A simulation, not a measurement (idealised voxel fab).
process module | voxel transistor to metal
cross-section cut | 205 nm wide | cells 5 nm
A cross-section is a grid of square cells, given in bands from the top down. A band is one or more rows of cells.
Each band's line starts with the height of the band's top and of its bottom, in nm. Then come its materials from left to right, each with its width in nm. One material with "throughout" fills the band from edge to edge. "air" is empty space.
Height 0 is the level under which the wafer as received is all one material. The lowest band goes on downwards, as in "0 down".
A width such as "30 to 40" changes by the same amount from each row of cells to the next, from the band's top row to its bottom row.
"no change" after a step means that no cell of the cross-section changed.
closed voids: empty space of 8 cells or more with no open way to the top, each as width x height at its distance from the left edge, in nm
after a step's settings: what the simulator itself notes on the step
overlay nm, on a step with a mask: how far to the right of its planned place the mask lay; to the left if negative
plan
1 op RECEIVE | material Si
2 op CONFORMAL_DEP | material SiO2 | thk nm 5
3 op CONFORMAL_DEP | material SiN | thk nm 15
4 op PATTERN | tone cover | mask id ACTIVE | material resist | width nm 115 | thk nm 15 | overlay nm 0
5 op DIRECTIONAL_ETCH | etch materials SiN | depth nm 15
6 op DIRECTIONAL_ETCH | etch materials SiO2 | depth nm 5
7 op DIRECTIONAL_ETCH | etch materials Si | depth nm 35
8 op STRIP | etch materials resist
9 op OXIDIZE | depth nm 5
10 op FILL_DEP | material SiO2 | thk nm 5
11 op CMP | height nm 20
12 op SELECTIVE_ETCH | etch materials SiO2 | depth nm 10
13 op STRIP | etch materials SiN
14 op SELECTIVE_ETCH | etch materials SiO2 | depth nm 5
15 op OXIDIZE | depth nm 5
16 op DIRECTIONAL_DEP | material polySi | thk nm 20
17 op DIRECTIONAL_DEP | material SiCN | thk nm 15
18 op PATTERN | tone cover | mask id GATE | material resist | width nm 35 | thk nm 15 | overlay nm 0
19 op DIRECTIONAL_ETCH | etch materials SiCN | depth nm 25
20 op DIRECTIONAL_ETCH | etch materials polySi | depth nm 30
21 op STRIP | etch materials resist
22 op CONFORMAL_DEP | material SiN | thk nm 5
23 op DIRECTIONAL_ETCH | etch materials SiN | depth nm 5
24 op DIRECTIONAL_ETCH | etch materials SiO2 | depth nm 5
25 op DIRECTIONAL_ETCH | etch materials Si | depth nm 5
26 op EPI | material nSi | thk nm 10
27 op FILL_DEP | material SiO2 | thk nm 10
28 op CMP | height nm 20
29 op STRIP | etch materials polySi
30 op SELECTIVE_ETCH | etch materials SiO2 | depth nm 5
31 op CONFORMAL_DEP | material HfO2 | thk nm 5
32 op CONFORMAL_DEP | material TiN | thk nm 5
33 op FILL_DEP | material W | thk nm 5
34 op CMP | height nm 15
35 op DIRECTIONAL_DEP | material SiO2 | thk nm 10
36 op MASKED_ETCH | tone open | mask id CONTACT | width nm 20 | pitch nm 85 | etch materials SiO2 | depth nm 25 | overlay nm 0
37 op CONFORMAL_DEP | material TiN | thk nm 5
38 op FILL_DEP | material Ru | thk nm 5
39 op CMP | height nm 25
40 op CONFORMAL_DEP | material SiCN | thk nm 5
41 op DIRECTIONAL_DEP | material lowk | thk nm 25
42 op MASKED_ETCH | tone open | mask id METAL_1 | width nm 20 | pitch nm 85 | etch materials lowk | depth nm 25 | overlay nm 0
43 op MASKED_ETCH | tone open | mask id METAL_1 | width nm 20 | pitch nm 85 | etch materials SiCN | depth nm 5 | overlay nm 0
44 op CONFORMAL_DEP | material TiN | thk nm 5
45 op FILL_DEP | material Cu | thk nm 5
46 op CMP | height nm 55
47 op CONFORMAL_DEP | material SiCN | thk nm 5
48 op DIRECTIONAL_DEP | material lowk | thk nm 30
49 op DIRECTIONAL_DEP | material aC | thk nm 10
50 op PATTERN | tone open | mask id METAL_2_HOLES | material resist | width nm 15 | pitch nm 85 | thk nm 25 | overlay nm 0
51 op DIRECTIONAL_ETCH | etch materials aC | depth nm 10
52 op STRIP | etch materials resist
53 op DIRECTIONAL_ETCH | etch materials lowk | depth nm 30
54 op STRIP | etch materials aC
55 op DIRECTIONAL_DEP | material aC | thk nm 10
56 op PATTERN | tone open | mask id METAL_2 | material resist | width nm 20 | pitch nm 85 | thk nm 25 | overlay nm 0
57 op DIRECTIONAL_ETCH | etch materials aC | depth nm 10
58 op STRIP | etch materials resist
59 op DIRECTIONAL_ETCH | etch materials lowk | depth nm 15
60 op DIRECTIONAL_ETCH | etch materials SiCN | depth nm 5
61 op STRIP | etch materials aC
62 op CONFORMAL_DEP | material TiN | thk nm 5
63 op FILL_DEP | material Cu | thk nm 5
64 op CMP | height nm 90
65 op CONFORMAL_DEP | material SiN | thk nm 5
first wafer, as planned
as received, after step 1
  0 down: Si throughout
  closed voids: none
after step 2
  5 to 0: SiO2 throughout
  below 0: unchanged
after step 3
  20 to 5: SiN throughout
  below 5: unchanged
after step 4
  35 to 20: air 45 | resist 115 | air 45
  below 20: unchanged
after step 5
  35 to 20: air 45 | resist 115 | air 45
  20 to 5: air 45 | SiN 115 | air 45
  below 5: unchanged
after step 6
  35 to 20: air 45 | resist 115 | air 45
  20 to 5: air 45 | SiN 115 | air 45
  5 to 0: air 45 | SiO2 115 | air 45
  below 0: unchanged
after step 7
  35 to 20: air 45 | resist 115 | air 45
  20 to 5: air 45 | SiN 115 | air 45
  5 to 0: air 45 | SiO2 115 | air 45
  0 to -35: air 45 | Si 115 | air 45
  below -35: unchanged
after step 8
  20 to 5: air 45 | SiN 115 | air 45
  below 5: unchanged
after step 9
  20 to 5: air 45 | SiN 115 | air 45
  5 to 0: air 45 | SiO2 115 | air 45
  0 to -35: air 45 | SiO2 5 | Si 105 | SiO2 5 | air 45
  -35 to -40: SiO2 50 | Si 105 | SiO2 50
  below -40: unchanged
after step 10
  25 to 20: SiO2 throughout
  20 to 5: SiO2 45 | SiN 115 | SiO2 45
  5 to 0: SiO2 throughout
  0 to -40: SiO2 50 | Si 105 | SiO2 50
  below -40: unchanged
after step 11
  20 to 5: SiO2 45 | SiN 115 | SiO2 45
  below 5: unchanged
after step 12
  20 to 10: air 45 | SiN 115 | air 45
  below 10: unchanged
after step 13
  10 to 5: SiO2 45 | air 115 | SiO2 45
  below 5: unchanged
after step 14
  5 to 0: SiO2 40 | air 125 | SiO2 40
  below 0: unchanged
after step 15
  5 to 0: SiO2 40 | air 125 | SiO2 40
  0 to -5: SiO2 throughout
  below -5: unchanged
after step 16
  25 to 20: polySi 40 | air 125 | polySi 40
  20 to 5: polySi throughout
  5 to 0: SiO2 40 | polySi 125 | SiO2 40
  below 0: unchanged
after step 17
  40 to 35: SiCN 40 | air 125 | SiCN 40
  35 to 25: SiCN throughout
  25 to 20: polySi 40 | SiCN 125 | polySi 40
  below 20: unchanged
after step 18
  55 to 40: air 85 | resist 35 | air 85
  40 to 35: SiCN 40 | air 45 | resist 35 | air 45 | SiCN 40
  below 35: unchanged
after step 19
  55 to 35: air 85 | resist 35 | air 85
  35 to 25: air 85 | SiCN 35 | air 85
  25 to 20: polySi 40 | air 45 | SiCN 35 | air 45 | polySi 40
  below 20: unchanged
after step 20
  55 to 35: air 85 | resist 35 | air 85
  35 to 20: air 85 | SiCN 35 | air 85
  20 to 5: air 85 | polySi 35 | air 85
  5 to 0: SiO2 40 | air 45 | polySi 35 | air 45 | SiO2 40
  below 0: unchanged
after step 21
  35 to 20: air 85 | SiCN 35 | air 85
  below 20: unchanged
after step 22
  40 to 35: air 80 | SiN 45 | air 80
  35 to 20: air 80 | SiN 5 | SiCN 35 | SiN 5 | air 80
  20 to 10: air 80 | SiN 5 | polySi 35 | SiN 5 | air 80
  10 to 5: SiN 45 | air 35 | SiN 5 | polySi 35 | SiN 5 | air 35 | SiN 45
  5 to 0: SiO2 40 | SiN 45 | polySi 35 | SiN 45 | SiO2 40
  below 0: unchanged
after step 23
  35 to 20: air 80 | SiN 5 | SiCN 35 | SiN 5 | air 80
  20 to 5: air 80 | SiN 5 | polySi 35 | SiN 5 | air 80
  5 to 0: SiO2 40 | SiN 5 | air 35 | SiN 5 | polySi 35 | SiN 5 | air 35 | SiN 5 | SiO2 40
  below 0: unchanged
after step 24
  35 to 20: air 80 | SiN 5 | SiCN 35 | SiN 5 | air 80
  20 to 5: air 80 | SiN 5 | polySi 35 | SiN 5 | air 80
  5 to 0: air 40 | SiN 5 | air 35 | SiN 5 | polySi 35 | SiN 5 | air 35 | SiN 5 | air 40
  0 to -5: SiO2 45 | air 35 | SiO2 45 | air 35 | SiO2 45
  below -5: unchanged
after step 25
  35 to 20: air 80 | SiN 5 | SiCN 35 | SiN 5 | air 80
  20 to 5: air 80 | SiN 5 | polySi 35 | SiN 5 | air 80
  5 to 0: air 40 | SiN 5 | air 35 | SiN 5 | polySi 35 | SiN 5 | air 35 | SiN 5 | air 40
  0 to -5: SiO2 45 | air 35 | SiO2 45 | air 35 | SiO2 45
  -5 to -10: SiO2 50 | air 30 | Si 45 | air 30 | SiO2 50
  below -10: unchanged
after step 26
  35 to 20: air 80 | SiN 5 | SiCN 35 | SiN 5 | air 80
  20 to 5: air 80 | SiN 5 | polySi 35 | SiN 5 | air 80
  5 to 0: air 40 | SiN 5 | air 25 | nSi 10 | SiN 5 | polySi 35 | SiN 5 | nSi 10 | air 25 | SiN 5 | air 40
  0 to -5: SiO2 45 | nSi 35 | SiO2 45 | nSi 35 | SiO2 45
  -5 to -10: SiO2 50 | nSi 30 | Si 45 | nSi 30 | SiO2 50
  below -10: unchanged
after step 27
  45 to 35: SiO2 throughout
  35 to 20: SiO2 80 | SiN 5 | SiCN 35 | SiN 5 | SiO2 80
  20 to 5: SiO2 80 | SiN 5 | polySi 35 | SiN 5 | SiO2 80
  5 to 0: SiO2 40 | SiN 5 | SiO2 25 | nSi 10 | SiN 5 | polySi 35 | SiN 5 | nSi 10 | SiO2 25 | SiN 5 | SiO2 40
  below 0: unchanged
after step 28
  20 to 5: SiO2 80 | SiN 5 | polySi 35 | SiN 5 | SiO2 80
  below 5: unchanged
after step 29
  20 to 5: SiO2 80 | SiN 5 | air 35 | SiN 5 | SiO2 80
  5 to 0: SiO2 40 | SiN 5 | SiO2 25 | nSi 10 | SiN 5 | air 35 | SiN 5 | nSi 10 | SiO2 25 | SiN 5 | SiO2 40
  below 0: unchanged
after step 30
  20 to 15: air 80 | SiN 5 | air 35 | SiN 5 | air 80
  15 to 5: SiO2 80 | SiN 5 | air 35 | SiN 5 | SiO2 80
  5 to 0: SiO2 40 | SiN 5 | SiO2 25 | nSi 10 | SiN 5 | air 35 | SiN 5 | nSi 10 | SiO2 25 | SiN 5 | SiO2 40
  0 to -5: SiO2 45 | nSi 35 | air 45 | nSi 35 | SiO2 45
  below -5: unchanged
after step 31
  25 to 20: air 75 | HfO2 15 | air 25 | HfO2 15 | air 75
  20 to 15: HfO2 80 | SiN 5 | HfO2 5 | air 25 | HfO2 5 | SiN 5 | HfO2 80
  15 to 5: SiO2 80 | SiN 5 | HfO2 5 | air 25 | HfO2 5 | SiN 5 | SiO2 80
  5 to 0: SiO2 40 | SiN 5 | SiO2 25 | nSi 10 | SiN 5 | HfO2 5 | air 25 | HfO2 5 | SiN 5 | nSi 10 | SiO2 25 | SiN 5 | SiO2 40
  0 to -5: SiO2 45 | nSi 35 | HfO2 45 | nSi 35 | SiO2 45
  below -5: unchanged
after step 32
  30 to 25: air 70 | TiN 25 | air 15 | TiN 25 | air 70
  25 to 20: TiN 75 | HfO2 15 | TiN 5 | air 15 | TiN 5 | HfO2 15 | TiN 75
  20 to 15: HfO2 80 | SiN 5 | HfO2 5 | TiN 5 | air 15 | TiN 5 | HfO2 5 | SiN 5 | HfO2 80
  15 to 5: SiO2 80 | SiN 5 | HfO2 5 | TiN 5 | air 15 | TiN 5 | HfO2 5 | SiN 5 | SiO2 80
  5 to 0: SiO2 40 | SiN 5 | SiO2 25 | nSi 10 | SiN 5 | HfO2 5 | TiN 25 | HfO2 5 | SiN 5 | nSi 10 | SiO2 25 | SiN 5 | SiO2 40
  below 0: unchanged
after step 33
  35 to 30: W throughout
  30 to 25: W 70 | TiN 25 | W 15 | TiN 25 | W 70
  25 to 20: TiN 75 | HfO2 15 | TiN 5 | W 15 | TiN 5 | HfO2 15 | TiN 75
  20 to 15: HfO2 80 | SiN 5 | HfO2 5 | TiN 5 | W 15 | TiN 5 | HfO2 5 | SiN 5 | HfO2 80
  15 to 5: SiO2 80 | SiN 5 | HfO2 5 | TiN 5 | W 15 | TiN 5 | HfO2 5 | SiN 5 | SiO2 80
  below 5: unchanged
after step 34
  15 to 5: SiO2 80 | SiN 5 | HfO2 5 | TiN 5 | W 15 | TiN 5 | HfO2 5 | SiN 5 | SiO2 80
  below 5: unchanged
after step 35
  25 to 15: SiO2 throughout
  below 15: unchanged
after step 36
  25 to 15: SiO2 50 | air 20 | SiO2 65 | air 20 | SiO2 50
  15 to 5: SiO2 50 | air 20 | SiO2 10 | SiN 5 | HfO2 5 | TiN 5 | W 15 | TiN 5 | HfO2 5 | SiN 5 | SiO2 10 | air 20 | SiO2 50
  5 to 0: SiO2 40 | SiN 5 | SiO2 5 | air 20 | nSi 10 | SiN 5 | HfO2 5 | TiN 25 | HfO2 5 | SiN 5 | nSi 10 | air 20 | SiO2 5 | SiN 5 | SiO2 40
  below 0: unchanged
after step 37
  30 to 25: TiN 55 | air 10 | TiN 75 | air 10 | TiN 55
  25 to 15: SiO2 50 | TiN 5 | air 10 | TiN 5 | SiO2 65 | TiN 5 | air 10 | TiN 5 | SiO2 50
  15 to 5: SiO2 50 | TiN 5 | air 10 | TiN 5 | SiO2 10 | SiN 5 | HfO2 5 | TiN 5 | W 15 | TiN 5 | HfO2 5 | SiN 5 | SiO2 10 | TiN 5 | air 10 | TiN 5 | SiO2 50
  5 to 0: SiO2 40 | SiN 5 | SiO2 5 | TiN 20 | nSi 10 | SiN 5 | HfO2 5 | TiN 25 | HfO2 5 | SiN 5 | nSi 10 | TiN 20 | SiO2 5 | SiN 5 | SiO2 40
  below 0: unchanged
after step 38
  35 to 30: Ru throughout
  30 to 25: TiN 55 | Ru 10 | TiN 75 | Ru 10 | TiN 55
  25 to 15: SiO2 50 | TiN 5 | Ru 10 | TiN 5 | SiO2 65 | TiN 5 | Ru 10 | TiN 5 | SiO2 50
  15 to 5: SiO2 50 | TiN 5 | Ru 10 | TiN 5 | SiO2 10 | SiN 5 | HfO2 5 | TiN 5 | W 15 | TiN 5 | HfO2 5 | SiN 5 | SiO2 10 | TiN 5 | Ru 10 | TiN 5 | SiO2 50
  below 5: unchanged
after step 39
  25 to 15: SiO2 50 | TiN 5 | Ru 10 | TiN 5 | SiO2 65 | TiN 5 | Ru 10 | TiN 5 | SiO2 50
  below 15: unchanged
after step 40
  30 to 25: SiCN throughout
  below 25: unchanged
after step 41
  55 to 30: lowk throughout
  below 30: unchanged
after step 42
  55 to 30: lowk 50 | air 20 | lowk 65 | air 20 | lowk 50
  below 30: unchanged
after step 43
  55 to 30: lowk 50 | air 20 | lowk 65 | air 20 | lowk 50
  30 to 25: SiCN 50 | air 20 | SiCN 65 | air 20 | SiCN 50
  below 25: unchanged
after step 44
  60 to 55: TiN 55 | air 10 | TiN 75 | air 10 | TiN 55
  55 to 30: lowk 50 | TiN 5 | air 10 | TiN 5 | lowk 65 | TiN 5 | air 10 | TiN 5 | lowk 50
  30 to 25: SiCN 50 | TiN 20 | SiCN 65 | TiN 20 | SiCN 50
  below 25: unchanged
after step 45
  65 to 60: Cu throughout
  60 to 55: TiN 55 | Cu 10 | TiN 75 | Cu 10 | TiN 55
  55 to 30: lowk 50 | TiN 5 | Cu 10 | TiN 5 | lowk 65 | TiN 5 | Cu 10 | TiN 5 | lowk 50
  below 30: unchanged
after step 46
  55 to 30: lowk 50 | TiN 5 | Cu 10 | TiN 5 | lowk 65 | TiN 5 | Cu 10 | TiN 5 | lowk 50
  below 30: unchanged
after step 47
  60 to 55: SiCN throughout
  below 55: unchanged
after step 48
  90 to 60: lowk throughout
  below 60: unchanged
after step 49
  100 to 90: aC throughout
  below 90: unchanged
after step 50
  125 to 100: resist 50 | air 15 | resist 70 | air 15 | resist 55
  below 100: unchanged
after step 51
  115 to 100: resist 50 | air 15 | resist 70 | air 15 | resist 55
  100 to 90: aC 50 | air 15 | aC 70 | air 15 | aC 55
  below 90: unchanged
after step 52
  100 to 90: aC 50 | air 15 | aC 70 | air 15 | aC 55
  below 90: unchanged
after step 53
  100 to 90: aC 50 | air 15 | aC 70 | air 15 | aC 55
  90 to 60: lowk 50 | air 15 | lowk 70 | air 15 | lowk 55
  below 60: unchanged
after step 54
  90 to 60: lowk 50 | air 15 | lowk 70 | air 15 | lowk 55
  below 60: unchanged
after step 55
  100 to 90: aC 50 | air 15 | aC 70 | air 15 | aC 55
  90 to 70: lowk 50 | air 15 | lowk 70 | air 15 | lowk 55
  70 to 60: lowk 50 | aC 15 | lowk 70 | aC 15 | lowk 55
  below 60: unchanged
after step 56
  125 to 100: resist 50 | air 20 | resist 65 | air 20 | resist 50
  below 100: unchanged
after step 57
  115 to 100: resist 50 | air 20 | resist 65 | air 20 | resist 50
  100 to 90: aC 50 | air 20 | aC 65 | air 20 | aC 50
  90 to 60: lowk 50 | air 15 | lowk 70 | air 15 | lowk 55
  below 60: unchanged
after step 58
  100 to 90: aC 50 | air 20 | aC 65 | air 20 | aC 50
  below 90: unchanged
after step 59
  100 to 90: aC 50 | air 20 | aC 65 | air 20 | aC 50
  90 to 75: lowk 50 | air 20 | lowk 65 | air 20 | lowk 50
  below 75: unchanged
after step 60
  100 to 90: aC 50 | air 20 | aC 65 | air 20 | aC 50
  90 to 75: lowk 50 | air 20 | lowk 65 | air 20 | lowk 50
  75 to 60: lowk 50 | air 15 | lowk 70 | air 15 | lowk 55
  60 to 55: SiCN 50 | air 15 | SiCN 70 | air 15 | SiCN 55
  below 55: unchanged
after step 61
  90 to 75: lowk 50 | air 20 | lowk 65 | air 20 | lowk 50
  below 75: unchanged
after step 62
  95 to 90: TiN 55 | air 10 | TiN 75 | air 10 | TiN 55
  90 to 80: lowk 50 | TiN 5 | air 10 | TiN 5 | lowk 65 | TiN 5 | air 10 | TiN 5 | lowk 50
  80 to 75: lowk 50 | TiN 5 | air 5 | TiN 10 | lowk 65 | TiN 5 | air 5 | TiN 10 | lowk 50
  75 to 60: lowk 50 | TiN 5 | air 5 | TiN 5 | lowk 70 | TiN 5 | air 5 | TiN 5 | lowk 55
  60 to 55: SiCN 50 | TiN 15 | SiCN 70 | TiN 15 | SiCN 55
  below 55: unchanged
after step 63
  100 to 95: Cu throughout
  95 to 90: TiN 55 | Cu 10 | TiN 75 | Cu 10 | TiN 55
  90 to 80: lowk 50 | TiN 5 | Cu 10 | TiN 5 | lowk 65 | TiN 5 | Cu 10 | TiN 5 | lowk 50
  80 to 75: lowk 50 | TiN 5 | Cu 5 | TiN 10 | lowk 65 | TiN 5 | Cu 5 | TiN 10 | lowk 50
  75 to 60: lowk 50 | TiN 5 | Cu 5 | TiN 5 | lowk 70 | TiN 5 | Cu 5 | TiN 5 | lowk 55
  below 60: unchanged
after step 64
  90 to 80: lowk 50 | TiN 5 | Cu 10 | TiN 5 | lowk 65 | TiN 5 | Cu 10 | TiN 5 | lowk 50
  below 80: unchanged
after step 65
  95 to 90: SiN throughout
  below 90: unchanged
second wafer: like start, like plan, one mistake. Through step 30 it matches the first wafer
when step 31 should have ended
  25 to 20: air 75 | TiN 15 | air 25 | TiN 15 | air 75
  20 to 15: TiN 80 | SiN 5 | TiN 5 | air 25 | TiN 5 | SiN 5 | TiN 80
  15 to 5: SiO2 80 | SiN 5 | TiN 5 | air 25 | TiN 5 | SiN 5 | SiO2 80
  5 to 0: SiO2 40 | SiN 5 | SiO2 25 | nSi 10 | SiN 5 | TiN 5 | air 25 | TiN 5 | SiN 5 | nSi 10 | SiO2 25 | SiN 5 | SiO2 40
  0 to -5: SiO2 45 | nSi 35 | TiN 45 | nSi 35 | SiO2 45
  below -5: unchanged
when step 32 should have ended
  30 to 25: air 70 | HfO2 25 | air 15 | HfO2 25 | air 70
  25 to 20: HfO2 75 | TiN 15 | HfO2 5 | air 15 | HfO2 5 | TiN 15 | HfO2 75
  20 to 15: TiN 80 | SiN 5 | TiN 5 | HfO2 5 | air 15 | HfO2 5 | TiN 5 | SiN 5 | TiN 80
  15 to 5: SiO2 80 | SiN 5 | TiN 5 | HfO2 5 | air 15 | HfO2 5 | TiN 5 | SiN 5 | SiO2 80
  5 to 0: SiO2 40 | SiN 5 | SiO2 25 | nSi 10 | SiN 5 | TiN 5 | HfO2 25 | TiN 5 | SiN 5 | nSi 10 | SiO2 25 | SiN 5 | SiO2 40
  below 0: unchanged
when step 33 should have ended
  35 to 30: W throughout
  30 to 25: W 70 | HfO2 25 | W 15 | HfO2 25 | W 70
  25 to 20: HfO2 75 | TiN 15 | HfO2 5 | W 15 | HfO2 5 | TiN 15 | HfO2 75
  20 to 15: TiN 80 | SiN 5 | TiN 5 | HfO2 5 | W 15 | HfO2 5 | TiN 5 | SiN 5 | TiN 80
  15 to 5: SiO2 80 | SiN 5 | TiN 5 | HfO2 5 | W 15 | HfO2 5 | TiN 5 | SiN 5 | SiO2 80
  below 5: unchanged
when step 34 should have ended
  15 to 5: SiO2 80 | SiN 5 | TiN 5 | HfO2 5 | W 15 | HfO2 5 | TiN 5 | SiN 5 | SiO2 80
  below 5: unchanged
when step 35 should have ended
  25 to 15: SiO2 throughout
  below 15: unchanged
when step 36 should have ended
  25 to 15: SiO2 50 | air 20 | SiO2 65 | air 20 | SiO2 50
  15 to 5: SiO2 50 | air 20 | SiO2 10 | SiN 5 | TiN 5 | HfO2 5 | W 15 | HfO2 5 | TiN 5 | SiN 5 | SiO2 10 | air 20 | SiO2 50
  5 to 0: SiO2 40 | SiN 5 | SiO2 5 | air 20 | nSi 10 | SiN 5 | TiN 5 | HfO2 25 | TiN 5 | SiN 5 | nSi 10 | air 20 | SiO2 5 | SiN 5 | SiO2 40
  below 0: unchanged
when step 37 should have ended
  30 to 25: TiN 55 | air 10 | TiN 75 | air 10 | TiN 55
  25 to 15: SiO2 50 | TiN 5 | air 10 | TiN 5 | SiO2 65 | TiN 5 | air 10 | TiN 5 | SiO2 50
  15 to 5: SiO2 50 | TiN 5 | air 10 | TiN 5 | SiO2 10 | SiN 5 | TiN 5 | HfO2 5 | W 15 | HfO2 5 | TiN 5 | SiN 5 | SiO2 10 | TiN 5 | air 10 | TiN 5 | SiO2 50
  5 to 0: SiO2 40 | SiN 5 | SiO2 5 | TiN 20 | nSi 10 | SiN 5 | TiN 5 | HfO2 25 | TiN 5 | SiN 5 | nSi 10 | TiN 20 | SiO2 5 | SiN 5 | SiO2 40
  below 0: unchanged
when step 38 should have ended
  35 to 30: Ru throughout
  30 to 25: TiN 55 | Ru 10 | TiN 75 | Ru 10 | TiN 55
  25 to 15: SiO2 50 | TiN 5 | Ru 10 | TiN 5 | SiO2 65 | TiN 5 | Ru 10 | TiN 5 | SiO2 50
  15 to 5: SiO2 50 | TiN 5 | Ru 10 | TiN 5 | SiO2 10 | SiN 5 | TiN 5 | HfO2 5 | W 15 | HfO2 5 | TiN 5 | SiN 5 | SiO2 10 | TiN 5 | Ru 10 | TiN 5 | SiO2 50
  below 5: unchanged
when step 39 should have ended
  25 to 15: SiO2 50 | TiN 5 | Ru 10 | TiN 5 | SiO2 65 | TiN 5 | Ru 10 | TiN 5 | SiO2 50
  below 15: unchanged
when step 40 should have ended
  30 to 25: SiCN throughout
  below 25: unchanged
when step 41 should have ended
  55 to 30: lowk throughout
  below 30: unchanged
when step 42 should have ended
  55 to 30: lowk 50 | air 20 | lowk 65 | air 20 | lowk 50
  below 30: unchanged
when step 43 should have ended
  55 to 30: lowk 50 | air 20 | lowk 65 | air 20 | lowk 50
  30 to 25: SiCN 50 | air 20 | SiCN 65 | air 20 | SiCN 50
  below 25: unchanged
when step 44 should have ended
  60 to 55: TiN 55 | air 10 | TiN 75 | air 10 | TiN 55
  55 to 30: lowk 50 | TiN 5 | air 10 | TiN 5 | lowk 65 | TiN 5 | air 10 | TiN 5 | lowk 50
  30 to 25: SiCN 50 | TiN 20 | SiCN 65 | TiN 20 | SiCN 50
  below 25: unchanged
when step 45 should have ended
  65 to 60: Cu throughout
  60 to 55: TiN 55 | Cu 10 | TiN 75 | Cu 10 | TiN 55
  55 to 30: lowk 50 | TiN 5 | Cu 10 | TiN 5 | lowk 65 | TiN 5 | Cu 10 | TiN 5 | lowk 50
  below 30: unchanged
when step 46 should have ended
  55 to 30: lowk 50 | TiN 5 | Cu 10 | TiN 5 | lowk 65 | TiN 5 | Cu 10 | TiN 5 | lowk 50
  below 30: unchanged
when step 47 should have ended
  60 to 55: SiCN throughout
  below 55: unchanged
when step 48 should have ended
  90 to 60: lowk throughout
  below 60: unchanged
when step 49 should have ended
  100 to 90: aC throughout
  below 90: unchanged
when step 50 should have ended
  125 to 100: resist 50 | air 15 | resist 70 | air 15 | resist 55
  below 100: unchanged
when step 51 should have ended
  115 to 100: resist 50 | air 15 | resist 70 | air 15 | resist 55
  100 to 90: aC 50 | air 15 | aC 70 | air 15 | aC 55
  below 90: unchanged
when step 52 should have ended
  100 to 90: aC 50 | air 15 | aC 70 | air 15 | aC 55
  below 90: unchanged
when step 53 should have ended
  100 to 90: aC 50 | air 15 | aC 70 | air 15 | aC 55
  90 to 60: lowk 50 | air 15 | lowk 70 | air 15 | lowk 55
  below 60: unchanged
when step 54 should have ended
  90 to 60: lowk 50 | air 15 | lowk 70 | air 15 | lowk 55
  below 60: unchanged
when step 55 should have ended
  100 to 90: aC 50 | air 15 | aC 70 | air 15 | aC 55
  90 to 70: lowk 50 | air 15 | lowk 70 | air 15 | lowk 55
  70 to 60: lowk 50 | aC 15 | lowk 70 | aC 15 | lowk 55
  below 60: unchanged
when step 56 should have ended
  125 to 100: resist 50 | air 20 | resist 65 | air 20 | resist 50
  below 100: unchanged
when step 57 should have ended
  115 to 100: resist 50 | air 20 | resist 65 | air 20 | resist 50
  100 to 90: aC 50 | air 20 | aC 65 | air 20 | aC 50
  90 to 60: lowk 50 | air 15 | lowk 70 | air 15 | lowk 55
  below 60: unchanged
when step 58 should have ended
  100 to 90: aC 50 | air 20 | aC 65 | air 20 | aC 50
  below 90: unchanged
when step 59 should have ended
  100 to 90: aC 50 | air 20 | aC 65 | air 20 | aC 50
  90 to 75: lowk 50 | air 20 | lowk 65 | air 20 | lowk 50
  below 75: unchanged
when step 60 should have ended
  100 to 90: aC 50 | air 20 | aC 65 | air 20 | aC 50
  90 to 75: lowk 50 | air 20 | lowk 65 | air 20 | lowk 50
  75 to 60: lowk 50 | air 15 | lowk 70 | air 15 | lowk 55
  60 to 55: SiCN 50 | air 15 | SiCN 70 | air 15 | SiCN 55
  below 55: unchanged
when step 61 should have ended
  90 to 75: lowk 50 | air 20 | lowk 65 | air 20 | lowk 50
  below 75: unchanged
when step 62 should have ended
  95 to 90: TiN 55 | air 10 | TiN 75 | air 10 | TiN 55
  90 to 80: lowk 50 | TiN 5 | air 10 | TiN 5 | lowk 65 | TiN 5 | air 10 | TiN 5 | lowk 50
  80 to 75: lowk 50 | TiN 5 | air 5 | TiN 10 | lowk 65 | TiN 5 | air 5 | TiN 10 | lowk 50
  75 to 60: lowk 50 | TiN 5 | air 5 | TiN 5 | lowk 70 | TiN 5 | air 5 | TiN 5 | lowk 55
  60 to 55: SiCN 50 | TiN 15 | SiCN 70 | TiN 15 | SiCN 55
  below 55: unchanged
when step 63 should have ended
  100 to 95: Cu throughout
  95 to 90: TiN 55 | Cu 10 | TiN 75 | Cu 10 | TiN 55
  90 to 80: lowk 50 | TiN 5 | Cu 10 | TiN 5 | lowk 65 | TiN 5 | Cu 10 | TiN 5 | lowk 50
  80 to 75: lowk 50 | TiN 5 | Cu 5 | TiN 10 | lowk 65 | TiN 5 | Cu 5 | TiN 10 | lowk 50
  75 to 60: lowk 50 | TiN 5 | Cu 5 | TiN 5 | lowk 70 | TiN 5 | Cu 5 | TiN 5 | lowk 55
  below 60: unchanged
when step 64 should have ended
  90 to 80: lowk 50 | TiN 5 | Cu 10 | TiN 5 | lowk 65 | TiN 5 | Cu 10 | TiN 5 | lowk 50
  below 80: unchanged
when step 65 should have ended
  95 to 90: SiN throughout
  below 90: unchanged
what went wrong: steps 31 and 32 were swapped
at the end the second wafer has, in cells: 6 fewer of HfO2 | 6 more of TiN
